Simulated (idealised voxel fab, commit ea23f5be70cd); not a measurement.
The document below concerns the process module designated voxel plated lines.
The width of the displayed cross-section, cut, is 190 nm; its cells are square, with a size of 5 nm.
Cross-section spec: square-cell grid; bands listed top down; each band is one or more rows. Band: top and bottom heights (nm) first, top before bottom; then materials from left to right, widths in nm. "full width" marks a sole material filling the band edge to edge. "blank" denotes empty space. The level at which height equals 0 is the one under which the wafer, as it arrives, is entirely one material. No lower edge exists for the bottom band, which continues downward and is notated as in "top 0, no bottom". It should be noted that a width expressed as "30..40" varies in equal increments from row to row of cells within the band, taking the value of the first number at the top row and that of the second number at the bottom row. What does "no modification" mean for a step? It means no cell of the cross-section changed in that step. In the "Completely enclosed voids" entry, you get each enclosed empty space of 8 cells or more, one with no open way to the top, written width x height at distance, distance from the left edge, in nm. Step line, after settings: the simulator's comment on this step. "overlay nm", when on a step's line for a step with a mask, measures how far to the right of its planned place the mask lay; a negative measure means to the left.
Below is the list of planned process steps
1,RECEIVE [material Si]
2,CONFORMAL_DEP [material Al2O3] [thk nm 15]
3,DIRECTIONAL_DEP [material TiN] [thk nm 5]
4,PATTERN [tone open] [mask id LINES] [material resist] [width nm 20] [pitch nm 40] [thk nm 15] [overlay nm 0]
5,EPI [material Ru] [thk nm 10]
6,STRIP [etch materials resist]
7,DIRECTIONAL_ETCH [etch materials TiN] [depth nm 5]
8,CONFORMAL_DEP [material SiCN] [thk nm 5]
Account of the first of two wafers, which was processed as intended
Cross-section: wafer on arrival = after step 1
- top 0, no bottom | Si full width
- Completely enclosed voids: none
The wafer, seen in cross-section, after step 2
- top 15, bottom 0 | Al2O3 full width
- Under the height 0 nothing was changed.
The wafer, seen in cross-section, after step 3
- top 20, bottom 15 | TiN full width
- Under the height 15 nothing was changed.
The wafer, seen in cross-section, after step 4
- top 35, bottom 20 | 45 resist, 20 blank, 20 resist, 20 blank, 20 resist, 20 blank, 45 resist
- Under the height 20 nothing was changed.
The wafer, seen in cross-section, after step 5
- top 35, bottom 30 | 45 resist, 20 blank, 20 resist, 20 blank, 20 resist, 20 blank, 45 resist
- top 30, bottom 20 | 45 resist, 20 Ru, 20 resist, 20 Ru, 20 resist, 20 Ru, 45 resist
- Under the height 20 nothing was changed.
The wafer, seen in cross-section, after step 6
- top 30, bottom 20 | 45 blank, 20 Ru, 20 blank, 20 Ru, 20 blank, 20 Ru, 45 blank
- Under the height 20 nothing was changed.
The wafer, seen in cross-section, after step 7
- top 30, bottom 20 | 45 blank, 20 Ru, 20 blank, 20 Ru, 20 blank, 20 Ru, 45 blank
- top 20, bottom 15 | 45 blank, 20 TiN, 20 blank, 20 TiN, 20 blank, 20 TiN, 45 blank
- Under the height 15 nothing was changed.
The wafer, seen in cross-section, after step 8
- top 35, bottom 30 | 40 blank, 30 SiCN, 10 blank, 30 SiCN, 10 blank, 30 SiCN, 40 blank
- top 30, bottom 20 | 40 blank, 5 SiCN, 20 Ru, 5 SiCN, 10 blank, 5 SiCN, 20 Ru, 5 SiCN, 10 blank, 5 SiCN, 20 Ru, 5 SiCN, 40 blank
- top 20, bottom 15 | 45 SiCN, 20 TiN, 20 SiCN, 20 TiN, 20 SiCN, 20 TiN, 45 SiCN
- Under the height 15 nothing was changed.
Wafer two: like wafer one in start and plan, but with one mistake in execution; identical up to and including step 3
Second wafer, section view, time point: scheduled end of step 4
- top 35, bottom 20 | 50 resist, 15 blank, 25 resist, 15 blank, 25 resist, 15 blank, 45 resist
- Under the height 20 nothing was changed.
Second wafer, section view, time point: scheduled end of step 5
- top 35, bottom 30 | 50 resist, 15 blank, 25 resist, 15 blank, 25 resist, 15 blank, 45 resist
- top 30, bottom 20 | 50 resist, 15 Ru, 25 resist, 15 Ru, 25 resist, 15 Ru, 45 resist
- Under the height 20 nothing was changed.
Second wafer, section view, time point: scheduled end of step 6
- top 30, bottom 20 | 50 blank, 15 Ru, 25 blank, 15 Ru, 25 blank, 15 Ru, 45 blank
- Under the height 20 nothing was changed.
Second wafer, section view, time point: scheduled end of step 7
- top 30, bottom 20 | 50 blank, 15 Ru, 25 blank, 15 Ru, 25 blank, 15 Ru, 45 blank
- top 20, bottom 15 | 50 blank, 15 TiN, 25 blank, 15 TiN, 25 blank, 15 TiN, 45 blank
- Under the height 15 nothing was changed.
Second wafer, section view, time point: scheduled end of step 8
- top 35, bottom 30 | 45 blank, 25 SiCN, 15 blank, 25 SiCN, 15 blank, 25 SiCN, 40 blank
- top 30, bottom 20 | 45 blank, 5 SiCN, 15 Ru, 5 SiCN, 15 blank, 5 SiCN, 15 Ru, 5 SiCN, 15 blank, 5 SiCN, 15 Ru, 5 SiCN, 40 blank
- top 20, bottom 15 | 50 SiCN, 15 TiN, 25 SiCN, 15 TiN, 25 SiCN, 15 TiN, 45 SiCN
- Under the height 15 nothing was changed.
Which mistake was made when the wafer was run? step 4 was processed under conditions differing from the plan, specifically as PATTERN [tone open] [mask id LINES] [material resist] [width nm 15] [pitch nm 40] [thk nm 15] [overlay nm 0]
End of process, cell counts, second wafer against first, materials with more or fewer: -6 Ru; -3 TiN
